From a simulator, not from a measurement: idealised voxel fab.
Presented below is a process module, voxel ribs on slabs.
FYI the section here is cut, 160 nm wide, cells are 5 nm squares.
A cross-section in this document is a grid of square cells, and it is written down as bands, the top band listed before the ones below it; a band is made up of one or more rows of cells.
The band entry comprises the height of the band's top followed by the height of its bottom, expressed in nm, and subsequently the band's materials from left to right, each stated together with its width in nm. Where a single material is marked with the word "full width", that material fills the band from edge to edge. The word "empty" represents empty space.
The reference from which all heights are counted is 0, the level beneath which the as-received wafer is entirely one material; the lowest band, having no lower bound, proceeds downward and is written after the example "0 -> down".
Width spec "30->40" -> top row of cells at first value, bottom row at second value, equal per-row change in between.
You'll sometimes find "no modifications" written for a step, and that's the way of saying that nowhere in the cross-section did a cell change during that step.
Reported under the label "Cavities, sealed" are the empty spaces having no open way to the top and comprising 8 cells or more; the notation for each is width x height at distance, in which the distance is measured from the left edge and all three values are in nm.
Whatever follows a step's settings on its line is a remark the simulator itself makes about that step.
Regarding "overlay nm": on a step with a mask, it is the distance the mask lay to the right of its planned place; a negative value places it to the left.
The steps planned for the process are as follows:
1,RECEIVE: material Si
2,DIRECTIONAL_DEP: material SiO2, thk nm 20
3,DIRECTIONAL_DEP: material polySi, thk nm 25
4,DIRECTIONAL_DEP: material aC, thk nm 10
5,PATTERN: tone cover, mask id RIB, material resist, width nm 30, thk nm 25, overlay nm 0
6,DIRECTIONAL_ETCH: etch materials aC, depth nm 10
7,STRIP: etch materials resist
8,DIRECTIONAL_ETCH: etch materials polySi, depth nm 5
9,STRIP: etch materials aC
10,DIRECTIONAL_DEP: material aC, thk nm 15
11,PATTERN: tone cover, mask id SLAB, material resist, width nm 80, thk nm 35, overlay nm 0
12,DIRECTIONAL_ETCH: etch materials aC, depth nm 15
13,STRIP: etch materials resist
14,DIRECTIONAL_ETCH: etch materials polySi, depth nm 20
15,STRIP: etch materials aC
16,FILL_DEP: material SiO2, thk nm 20
17,CMP: height nm 60
18,DIRECTIONAL_DEP: material W, thk nm 10
19,DIRECTIONAL_DEP: material aC, thk nm 15
20,PATTERN: tone cover, mask id HEATER, material resist, width nm 40, thk nm 30, overlay nm 0
21,DIRECTIONAL_ETCH: etch materials aC, depth nm 15
22,STRIP: etch materials resist
23,DIRECTIONAL_ETCH: etch materials W, depth nm 10
24,STRIP: etch materials aC
25,CONFORMAL_DEP: material SiO2, thk nm 10
The first of two wafers, run as planned:
The cross-section here shows the wafer as received, i.e. in its state after step 1:
* 0 -> down = Si full width
* Cavities, sealed: none
Once step 2 is through, the wafer looks like this in cross-section:
* 20 -> 0 = SiO2 full width
* Nothing below the height 0 has changed.
Once step 3 is through, the wafer looks like this in cross-section:
* 45 -> 20 = polySi full width
* Nothing below the height 20 has changed.
Once step 4 is through, the wafer looks like this in cross-section:
* 55 -> 45 = aC full width
* Nothing below the height 45 has changed.
Once step 5 is through, the wafer looks like this in cross-section:
* 80 -> 55 = empty 65; resist 30; empty 65
* Nothing below the height 55 has changed.
Once step 6 is through, the wafer looks like this in cross-section:
* 70 -> 55 = empty 65; resist 30; empty 65
* 55 -> 45 = empty 65; aC 30; empty 65
* Nothing below the height 45 has changed.
Once step 7 is through, the wafer looks like this in cross-section:
* 55 -> 45 = empty 65; aC 30; empty 65
* Nothing below the height 45 has changed.
Once step 8 is through, the wafer looks like this in cross-section:
* 55 -> 45 = empty 65; aC 30; empty 65
* 45 -> 40 = empty 65; polySi 30; empty 65
* Nothing below the height 40 has changed.
Once step 9 is through, the wafer looks like this in cross-section:
* 45 -> 40 = empty 65; polySi 30; empty 65
* Nothing below the height 40 has changed.
Once step 10 is through, the wafer looks like this in cross-section:
* 60 -> 55 = empty 65; aC 30; empty 65
* 55 -> 45 = aC full width
* 45 -> 40 = aC 65; polySi 30; aC 65
* Nothing below the height 40 has changed.
Once step 11 is through, the wafer looks like this in cross-section:
* 95 -> 60 = empty 40; resist 80; empty 40
* 60 -> 55 = empty 40; resist 25; aC 30; resist 25; empty 40
* Nothing below the height 55 has changed.
Once step 12 is through, the wafer looks like this in cross-section:
* 80 -> 60 = empty 40; resist 80; empty 40
* 60 -> 55 = empty 40; resist 25; aC 30; resist 25; empty 40
* 55 -> 45 = empty 40; aC 80; empty 40
* 45 -> 40 = empty 40; aC 25; polySi 30; aC 25; empty 40
* Nothing below the height 40 has changed.
Once step 13 is through, the wafer looks like this in cross-section:
* 60 -> 55 = empty 65; aC 30; empty 65
* Nothing below the height 55 has changed.
Once step 14 is through, the wafer looks like this in cross-section:
* 60 -> 55 = empty 65; aC 30; empty 65
* 55 -> 45 = empty 40; aC 80; empty 40
* 45 -> 40 = empty 40; aC 25; polySi 30; aC 25; empty 40
* 40 -> 20 = empty 40; polySi 80; empty 40
* Nothing below the height 20 has changed.
Once step 15 is through, the wafer looks like this in cross-section:
* 45 -> 40 = empty 65; polySi 30; empty 65
* Nothing below the height 40 has changed.
Once step 16 is through, the wafer looks like this in cross-section:
* 65 -> 45 = SiO2 full width
* 45 -> 40 = SiO2 65; polySi 30; SiO2 65
* 40 -> 20 = SiO2 40; polySi 80; SiO2 40
* Nothing below the height 20 has changed.
Once step 17 is through, the wafer looks like this in cross-section:
* 60 -> 45 = SiO2 full width
* Nothing below the height 45 has changed.
Once step 18 is through, the wafer looks like this in cross-section:
* 70 -> 60 = W full width
* Nothing below the height 60 has changed.
Once step 19 is through, the wafer looks like this in cross-section:
* 85 -> 70 = aC full width
* Nothing below the height 70 has changed.
Once step 20 is through, the wafer looks like this in cross-section:
* 115 -> 85 = empty 60; resist 40; empty 60
* Nothing below the height 85 has changed.
Once step 21 is through, the wafer looks like this in cross-section:
* 100 -> 85 = empty 60; resist 40; empty 60
* 85 -> 70 = empty 60; aC 40; empty 60
* Nothing below the height 70 has changed.
Once step 22 is through, the wafer looks like this in cross-section:
* 85 -> 70 = empty 60; aC 40; empty 60
* Nothing below the height 70 has changed.
Once step 23 is through, the wafer looks like this in cross-section:
* 85 -> 70 = empty 60; aC 40; empty 60
* 70 -> 60 = empty 60; W 40; empty 60
* Nothing below the height 60 has changed.
Once step 24 is through, the wafer looks like this in cross-section:
* 70 -> 60 = empty 60; W 40; empty 60
* Nothing below the height 60 has changed.
Once step 25 is through, the wafer looks like this in cross-section:
* 80 -> 70 = empty 50; SiO2 60; empty 50
* 70 -> 60 = SiO2 60; W 40; SiO2 60
* Nothing below the height 60 has changed.
Second wafer, same starting conditions and recipe as the first, one mistake in executing it, nothing differs from the first up to and including step 15:
Cross-sectional representation of the second wafer at the time designated in the plan for the completion of step 16:
* 65 -> 45 = W full width
* 45 -> 40 = W 65; polySi 30; W 65
* 40 -> 20 = W 40; polySi 80; W 40
* Nothing below the height 20 has changed.
Cross-sectional representation of the second wafer at the time designated in the plan for the completion of step 17:
* 60 -> 45 = W full width
* Nothing below the height 45 has changed.
Cross-sectional representation of the second wafer at the time designated in the plan for the completion of step 18:
* 70 -> 45 = W full width
* Nothing below the height 45 has changed.
Cross-sectional representation of the second wafer at the time designated in the plan for the completion of step 19:
* 85 -> 70 = aC full width
* Nothing below the height 70 has changed.
Cross-sectional representation of the second wafer at the time designated in the plan for the completion of step 20:
* 115 -> 85 = empty 60; resist 40; empty 60
* Nothing below the height 85 has changed.
Cross-sectional representation of the second wafer at the time designated in the plan for the completion of step 21:
* 100 -> 85 = empty 60; resist 40; empty 60
* 85 -> 70 = empty 60; aC 40; empty 60
* Nothing below the height 70 has changed.
Cross-sectional representation of the second wafer at the time designated in the plan for the completion of step 22:
* 85 -> 70 = empty 60; aC 40; empty 60
* Nothing below the height 70 has changed.
Cross-sectional representation of the second wafer at the time designated in the plan for the completion of step 23:
* 85 -> 70 = empty 60; aC 40; empty 60
* 70 -> 60 = empty 60; W 40; empty 60
* Nothing below the height 60 has changed.
Cross-sectional representation of the second wafer at the time designated in the plan for the completion of step 24:
* 70 -> 60 = empty 60; W 40; empty 60
* Nothing below the height 60 has changed.
Cross-sectional representation of the second wafer at the time designated in the plan for the completion of step 25:
* 80 -> 70 = empty 50; SiO2 60; empty 50
* 70 -> 60 = SiO2 60; W 40; SiO2 60
* Nothing below the height 60 has changed.
What broke from the plan during processing? planned and actual differ for step 16; actual: FILL_DEP: material W, thk nm 20
Counted in cells at the end, the second wafer holds more or fewer of these materials than the first: -186 SiO2, +186 W
